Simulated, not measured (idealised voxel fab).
Process module heading - voxel quadruple lines
Square cells of 5 nm make up the cross-section cut, whose width is 300 nm.
How to read a cross-section here: the picture is a grid of square cells, written as bands going from the top down, and any band can span one or more rows of cells. This entry defines a band. It first specifies the height of the band's top and the height of its bottom in nm, and then specifies the band's materials from left to right, stating each material with its width in nm. The word "all across" identifies a single material that fills the band from edge to edge, while the word "air" identifies empty space. Zero point of the height axis is 0; under it, received wafer = one material. Lowest band: continues down indefinitely, "z 0 and below". The width entry "30->40" should be interpreted row by row: the top row of cells in the band takes the first number, the bottom row takes the second number, and the change between adjacent rows is uniform throughout. The cross-section has no changed cell in any step marked "nothing altered". "Closed void table" specifies each empty space that is not open to the top and that occupies no fewer than 8 cells, using the form width x height at distance, the distance measured from the left edge and all three quantities in nm. The remark found on a step's line after its settings is issued by the simulator itself and pertains to that step. Among the settings permitted on a step's line is "overlay nm"; applied to a step with a mask, it specifies the extent to which the mask lay to the right of its planned position, whereas a negative figure signifies a position to the left.
-- Here's what the planned process steps look like
1,op RECEIVE | material Si
2,op CONFORMAL_DEP | material Al2O3 | thk nm 5
3,op DIRECTIONAL_DEP | material W | thk nm 15
4,op DIRECTIONAL_DEP | material polySi | thk nm 20
5,op DIRECTIONAL_DEP | material aC | thk nm 25
6,op PATTERN | tone cover | mask id MANDREL | material resist | width nm 25 | pitch nm 80 | thk nm 35 | overlay nm 0
7,op DIRECTIONAL_ETCH | etch materials aC | depth nm 25
8,op STRIP | etch materials resist
9,op CONFORMAL_DEP | material SiO2 | thk nm 15
10,op DIRECTIONAL_ETCH | etch materials SiO2 | depth nm 15
11,op STRIP | etch materials aC
12,op DIRECTIONAL_ETCH | etch materials polySi | depth nm 20
13,op STRIP | etch materials SiO2
14,op CONFORMAL_DEP | material SiCN | thk nm 5
15,op DIRECTIONAL_ETCH | etch materials SiCN | depth nm 5
16,op STRIP | etch materials polySi
17,op DIRECTIONAL_ETCH | etch materials W | depth nm 15
18,op STRIP | etch materials SiCN
19,op FILL_DEP | material SiO2 | thk nm 10
20,op CMP | height nm 20
-- What follows covers the first of two wafers; it ran as planned
-- Here's what the wafer looked like in cross-section when it arrived - that's after step 1
	z 0 and below = Si all across
	Closed void table: none
-- Step 2 complete: cross-section through the wafer
	z 5 to 0 = Al2O3 all across
	Below 0, the layers are the same as they were.
-- Step 3 complete: cross-section through the wafer
	z 20 to 5 = W all across
	Below 5, the layers are the same as they were.
-- Step 4 complete: cross-section through the wafer
	z 40 to 20 = polySi all across
	Below 20, the layers are the same as they were.
-- Step 5 complete: cross-section through the wafer
	z 65 to 40 = aC all across
	Below 40, the layers are the same as they were.
-- Step 6 complete: cross-section through the wafer
	z 100 to 65 = air=95  resist=25  air=55  resist=25  air=100
	Below 65, the layers are the same as they were.
-- Step 7 complete: cross-section through the wafer
	z 75 to 65 = air=95  resist=25  air=55  resist=25  air=100
	z 65 to 40 = air=95  aC=25  air=55  aC=25  air=100
	Below 40, the layers are the same as they were.
-- Step 8 complete: cross-section through the wafer
	z 65 to 40 = air=95  aC=25  air=55  aC=25  air=100
	Below 40, the layers are the same as they were.
-- Step 9 complete: cross-section through the wafer
	z 80 to 65 = air=80  SiO2=55  air=25  SiO2=55  air=85
	z 65 to 55 = air=80  SiO2=15  aC=25  SiO2=15  air=25  SiO2=15  aC=25  SiO2=15  air=85
	z 55 to 40 = SiO2=95  aC=25  SiO2=55  aC=25  SiO2=100
	Below 40, the layers are the same as they were.
-- Step 10 complete: cross-section through the wafer
	z 65 to 40 = air=80  SiO2=15  aC=25  SiO2=15  air=25  SiO2=15  aC=25  SiO2=15  air=85
	Below 40, the layers are the same as they were.
-- Step 11 complete: cross-section through the wafer
	z 65 to 40 = air=80  SiO2=15  air=25  SiO2=15  air=25  SiO2=15  air=25  SiO2=15  air=85
	Below 40, the layers are the same as they were.
-- Step 12 complete: cross-section through the wafer
	z 65 to 40 = air=80  SiO2=15  air=25  SiO2=15  air=25  SiO2=15  air=25  SiO2=15  air=85
	z 40 to 20 = air=80  polySi=15  air=25  polySi=15  air=25  polySi=15  air=25  polySi=15  air=85
	Below 20, the layers are the same as they were.
-- Step 13 complete: cross-section through the wafer
	z 40 to 20 = air=80  polySi=15  air=25  polySi=15  air=25  polySi=15  air=25  polySi=15  air=85
	Below 20, the layers are the same as they were.
-- Step 14 complete: cross-section through the wafer
	z 45 to 40 = air=75  SiCN=25  air=15  SiCN=25  air=15  SiCN=25  air=15  SiCN=25  air=80
	z 40 to 25 = air=75  SiCN=5  polySi=15  SiCN=5  air=15  SiCN=5  polySi=15  SiCN=5  air=15  SiCN=5  polySi=15  SiCN=5  air=15  SiCN=5  polySi=15  SiCN=5  air=80
	z 25 to 20 = SiCN=80  polySi=15  SiCN=25  polySi=15  SiCN=25  polySi=15  SiCN=25  polySi=15  SiCN=85
	Below 20, the layers are the same as they were.
-- Step 15 complete: cross-section through the wafer
	z 40 to 20 = air=75  SiCN=5  polySi=15  SiCN=5  air=15  SiCN=5  polySi=15  SiCN=5  air=15  SiCN=5  polySi=15  SiCN=5  air=15  SiCN=5  polySi=15  SiCN=5  air=80
	Below 20, the layers are the same as they were.
-- Step 16 complete: cross-section through the wafer
	z 40 to 20 = air=75  SiCN=5  air=15  SiCN=5  air=15  SiCN=5  air=15  SiCN=5  air=15  SiCN=5  air=15  SiCN=5  air=15  SiCN=5  air=15  SiCN=5  air=80
	Below 20, the layers are the same as they were.
-- Step 17 complete: cross-section through the wafer
	z 40 to 20 = air=75  SiCN=5  air=15  SiCN=5  air=15  SiCN=5  air=15  SiCN=5  air=15  SiCN=5  air=15  SiCN=5  air=15  SiCN=5  air=15  SiCN=5  air=80
	z 20 to 5 = air=75  W=5  air=15  W=5  air=15  W=5  air=15  W=5  air=15  W=5  air=15  W=5  air=15  W=5  air=15  W=5  air=80
	Below 5, the layers are the same as they were.
-- Step 18 complete: cross-section through the wafer
	z 20 to 5 = air=75  W=5  air=15  W=5  air=15  W=5  air=15  W=5  air=15  W=5  air=15  W=5  air=15  W=5  air=15  W=5  air=80
	Below 5, the layers are the same as they were.
-- Step 19 complete: cross-section through the wafer
	z 30 to 20 = SiO2 all across
	z 20 to 5 = SiO2=75  W=5  SiO2=15  W=5  SiO2=15  W=5  SiO2=15  W=5  SiO2=15  W=5  SiO2=15  W=5  SiO2=15  W=5  SiO2=15  W=5  SiO2=80
	Below 5, the layers are the same as they were.
-- Step 20 complete: cross-section through the wafer
	z 20 to 5 = SiO2=75  W=5  SiO2=15  W=5  SiO2=15  W=5  SiO2=15  W=5  SiO2=15  W=5  SiO2=15  W=5  SiO2=15  W=5  SiO2=15  W=5  SiO2=80
	Below 5, the layers are the same as they were.
-- Wafer two: like wafer one in start and plan, but with one mistake in execution; identical up to and including step 1
Second wafer profile in section, at the moment step 2 of the plan was meant to be complete: nothing altered
-- Second wafer profile in section, at the moment step 3 of the plan was meant to be complete
	z 15 to 0 = W all across
	Below 0, the layers are the same as they were.
-- Second wafer profile in section, at the moment step 4 of the plan was meant to be complete
	z 35 to 15 = polySi all across
	Below 15, the layers are the same as they were.
-- Second wafer profile in section, at the moment step 5 of the plan was meant to be complete
	z 60 to 35 = aC all across
	Below 35, the layers are the same as they were.
-- Second wafer profile in section, at the moment step 6 of the plan was meant to be complete
	z 95 to 60 = air=95  resist=25  air=55  resist=25  air=100
	Below 60, the layers are the same as they were.
-- Second wafer profile in section, at the moment step 7 of the plan was meant to be complete
	z 70 to 60 = air=95  resist=25  air=55  resist=25  air=100
	z 60 to 35 = air=95  aC=25  air=55  aC=25  air=100
	Below 35, the layers are the same as they were.
-- Second wafer profile in section, at the moment step 8 of the plan was meant to be complete
	z 60 to 35 = air=95  aC=25  air=55  aC=25  air=100
	Below 35, the layers are the same as they were.
-- Second wafer profile in section, at the moment step 9 of the plan was meant to be complete
	z 75 to 60 = air=80  SiO2=55  air=25  SiO2=55  air=85
	z 60 to 50 = air=80  SiO2=15  aC=25  SiO2=15  air=25  SiO2=15  aC=25  SiO2=15  air=85
	z 50 to 35 = SiO2=95  aC=25  SiO2=55  aC=25  SiO2=100
	Below 35, the layers are the same as they were.
-- Second wafer profile in section, at the moment step 10 of the plan was meant to be complete
	z 60 to 35 = air=80  SiO2=15  aC=25  SiO2=15  air=25  SiO2=15  aC=25  SiO2=15  air=85
	Below 35, the layers are the same as they were.
-- Second wafer profile in section, at the moment step 11 of the plan was meant to be complete
	z 60 to 35 = air=80  SiO2=15  air=25  SiO2=15  air=25  SiO2=15  air=25  SiO2=15  air=85
	Below 35, the layers are the same as they were.
-- Second wafer profile in section, at the moment step 12 of the plan was meant to be complete
	z 60 to 35 = air=80  SiO2=15  air=25  SiO2=15  air=25  SiO2=15  air=25  SiO2=15  air=85
	z 35 to 15 = air=80  polySi=15  air=25  polySi=15  air=25  polySi=15  air=25  polySi=15  air=85
	Below 15, the layers are the same as they were.
-- Second wafer profile in section, at the moment step 13 of the plan was meant to be complete
	z 35 to 15 = air=80  polySi=15  air=25  polySi=15  air=25  polySi=15  air=25  polySi=15  air=85
	Below 15, the layers are the same as they were.
-- Second wafer profile in section, at the moment step 14 of the plan was meant to be complete
	z 40 to 35 = air=75  SiCN=25  air=15  SiCN=25  air=15  SiCN=25  air=15  SiCN=25  air=80
	z 35 to 20 = air=75  SiCN=5  polySi=15  SiCN=5  air=15  SiCN=5  polySi=15  SiCN=5  air=15  SiCN=5  polySi=15  SiCN=5  air=15  SiCN=5  polySi=15  SiCN=5  air=80
	z 20 to 15 = SiCN=80  polySi=15  SiCN=25  polySi=15  SiCN=25  polySi=15  SiCN=25  polySi=15  SiCN=85
	Below 15, the layers are the same as they were.
-- Second wafer profile in section, at the moment step 15 of the plan was meant to be complete
	z 35 to 15 = air=75  SiCN=5  polySi=15  SiCN=5  air=15  SiCN=5  polySi=15  SiCN=5  air=15  SiCN=5  polySi=15  SiCN=5  air=15  SiCN=5  polySi=15  SiCN=5  air=80
	Below 15, the layers are the same as they were.
-- Second wafer profile in section, at the moment step 16 of the plan was meant to be complete
	z 35 to 15 = air=75  SiCN=5  air=15  SiCN=5  air=15  SiCN=5  air=15  SiCN=5  air=15  SiCN=5  air=15  SiCN=5  air=15  SiCN=5  air=15  SiCN=5  air=80
	Below 15, the layers are the same as they were.
-- Second wafer profile in section, at the moment step 17 of the plan was meant to be complete
	z 35 to 15 = air=75  SiCN=5  air=15  SiCN=5  air=15  SiCN=5  air=15  SiCN=5  air=15  SiCN=5  air=15  SiCN=5  air=15  SiCN=5  air=15  SiCN=5  air=80
	z 15 to 0 = air=75  W=5  air=15  W=5  air=15  W=5  air=15  W=5  air=15  W=5  air=15  W=5  air=15  W=5  air=15  W=5  air=80
	Below 0, the layers are the same as they were.
-- Second wafer profile in section, at the moment step 18 of the plan was meant to be complete
	z 15 to 0 = air=75  W=5  air=15  W=5  air=15  W=5  air=15  W=5  air=15  W=5  air=15  W=5  air=15  W=5  air=15  W=5  air=80
	Below 0, the layers are the same as they were.
-- Second wafer profile in section, at the moment step 19 of the plan was meant to be complete
	z 25 to 15 = SiO2 all across
	z 15 to 0 = SiO2=75  W=5  SiO2=15  W=5  SiO2=15  W=5  SiO2=15  W=5  SiO2=15  W=5  SiO2=15  W=5  SiO2=15  W=5  SiO2=15  W=5  SiO2=80
	Below 0, the layers are the same as they were.
-- Second wafer profile in section, at the moment step 20 of the plan was meant to be complete
	z 20 to 15 = SiO2 all across
	Below 15, the layers are the same as they were.
The plan and the run diverged here: step 2 of the plan was jumped over and never run
Counted in cells at the end, the second wafer holds more or fewer of these materials than the first: Al2O3: 60 fewer, SiO2: 60 more
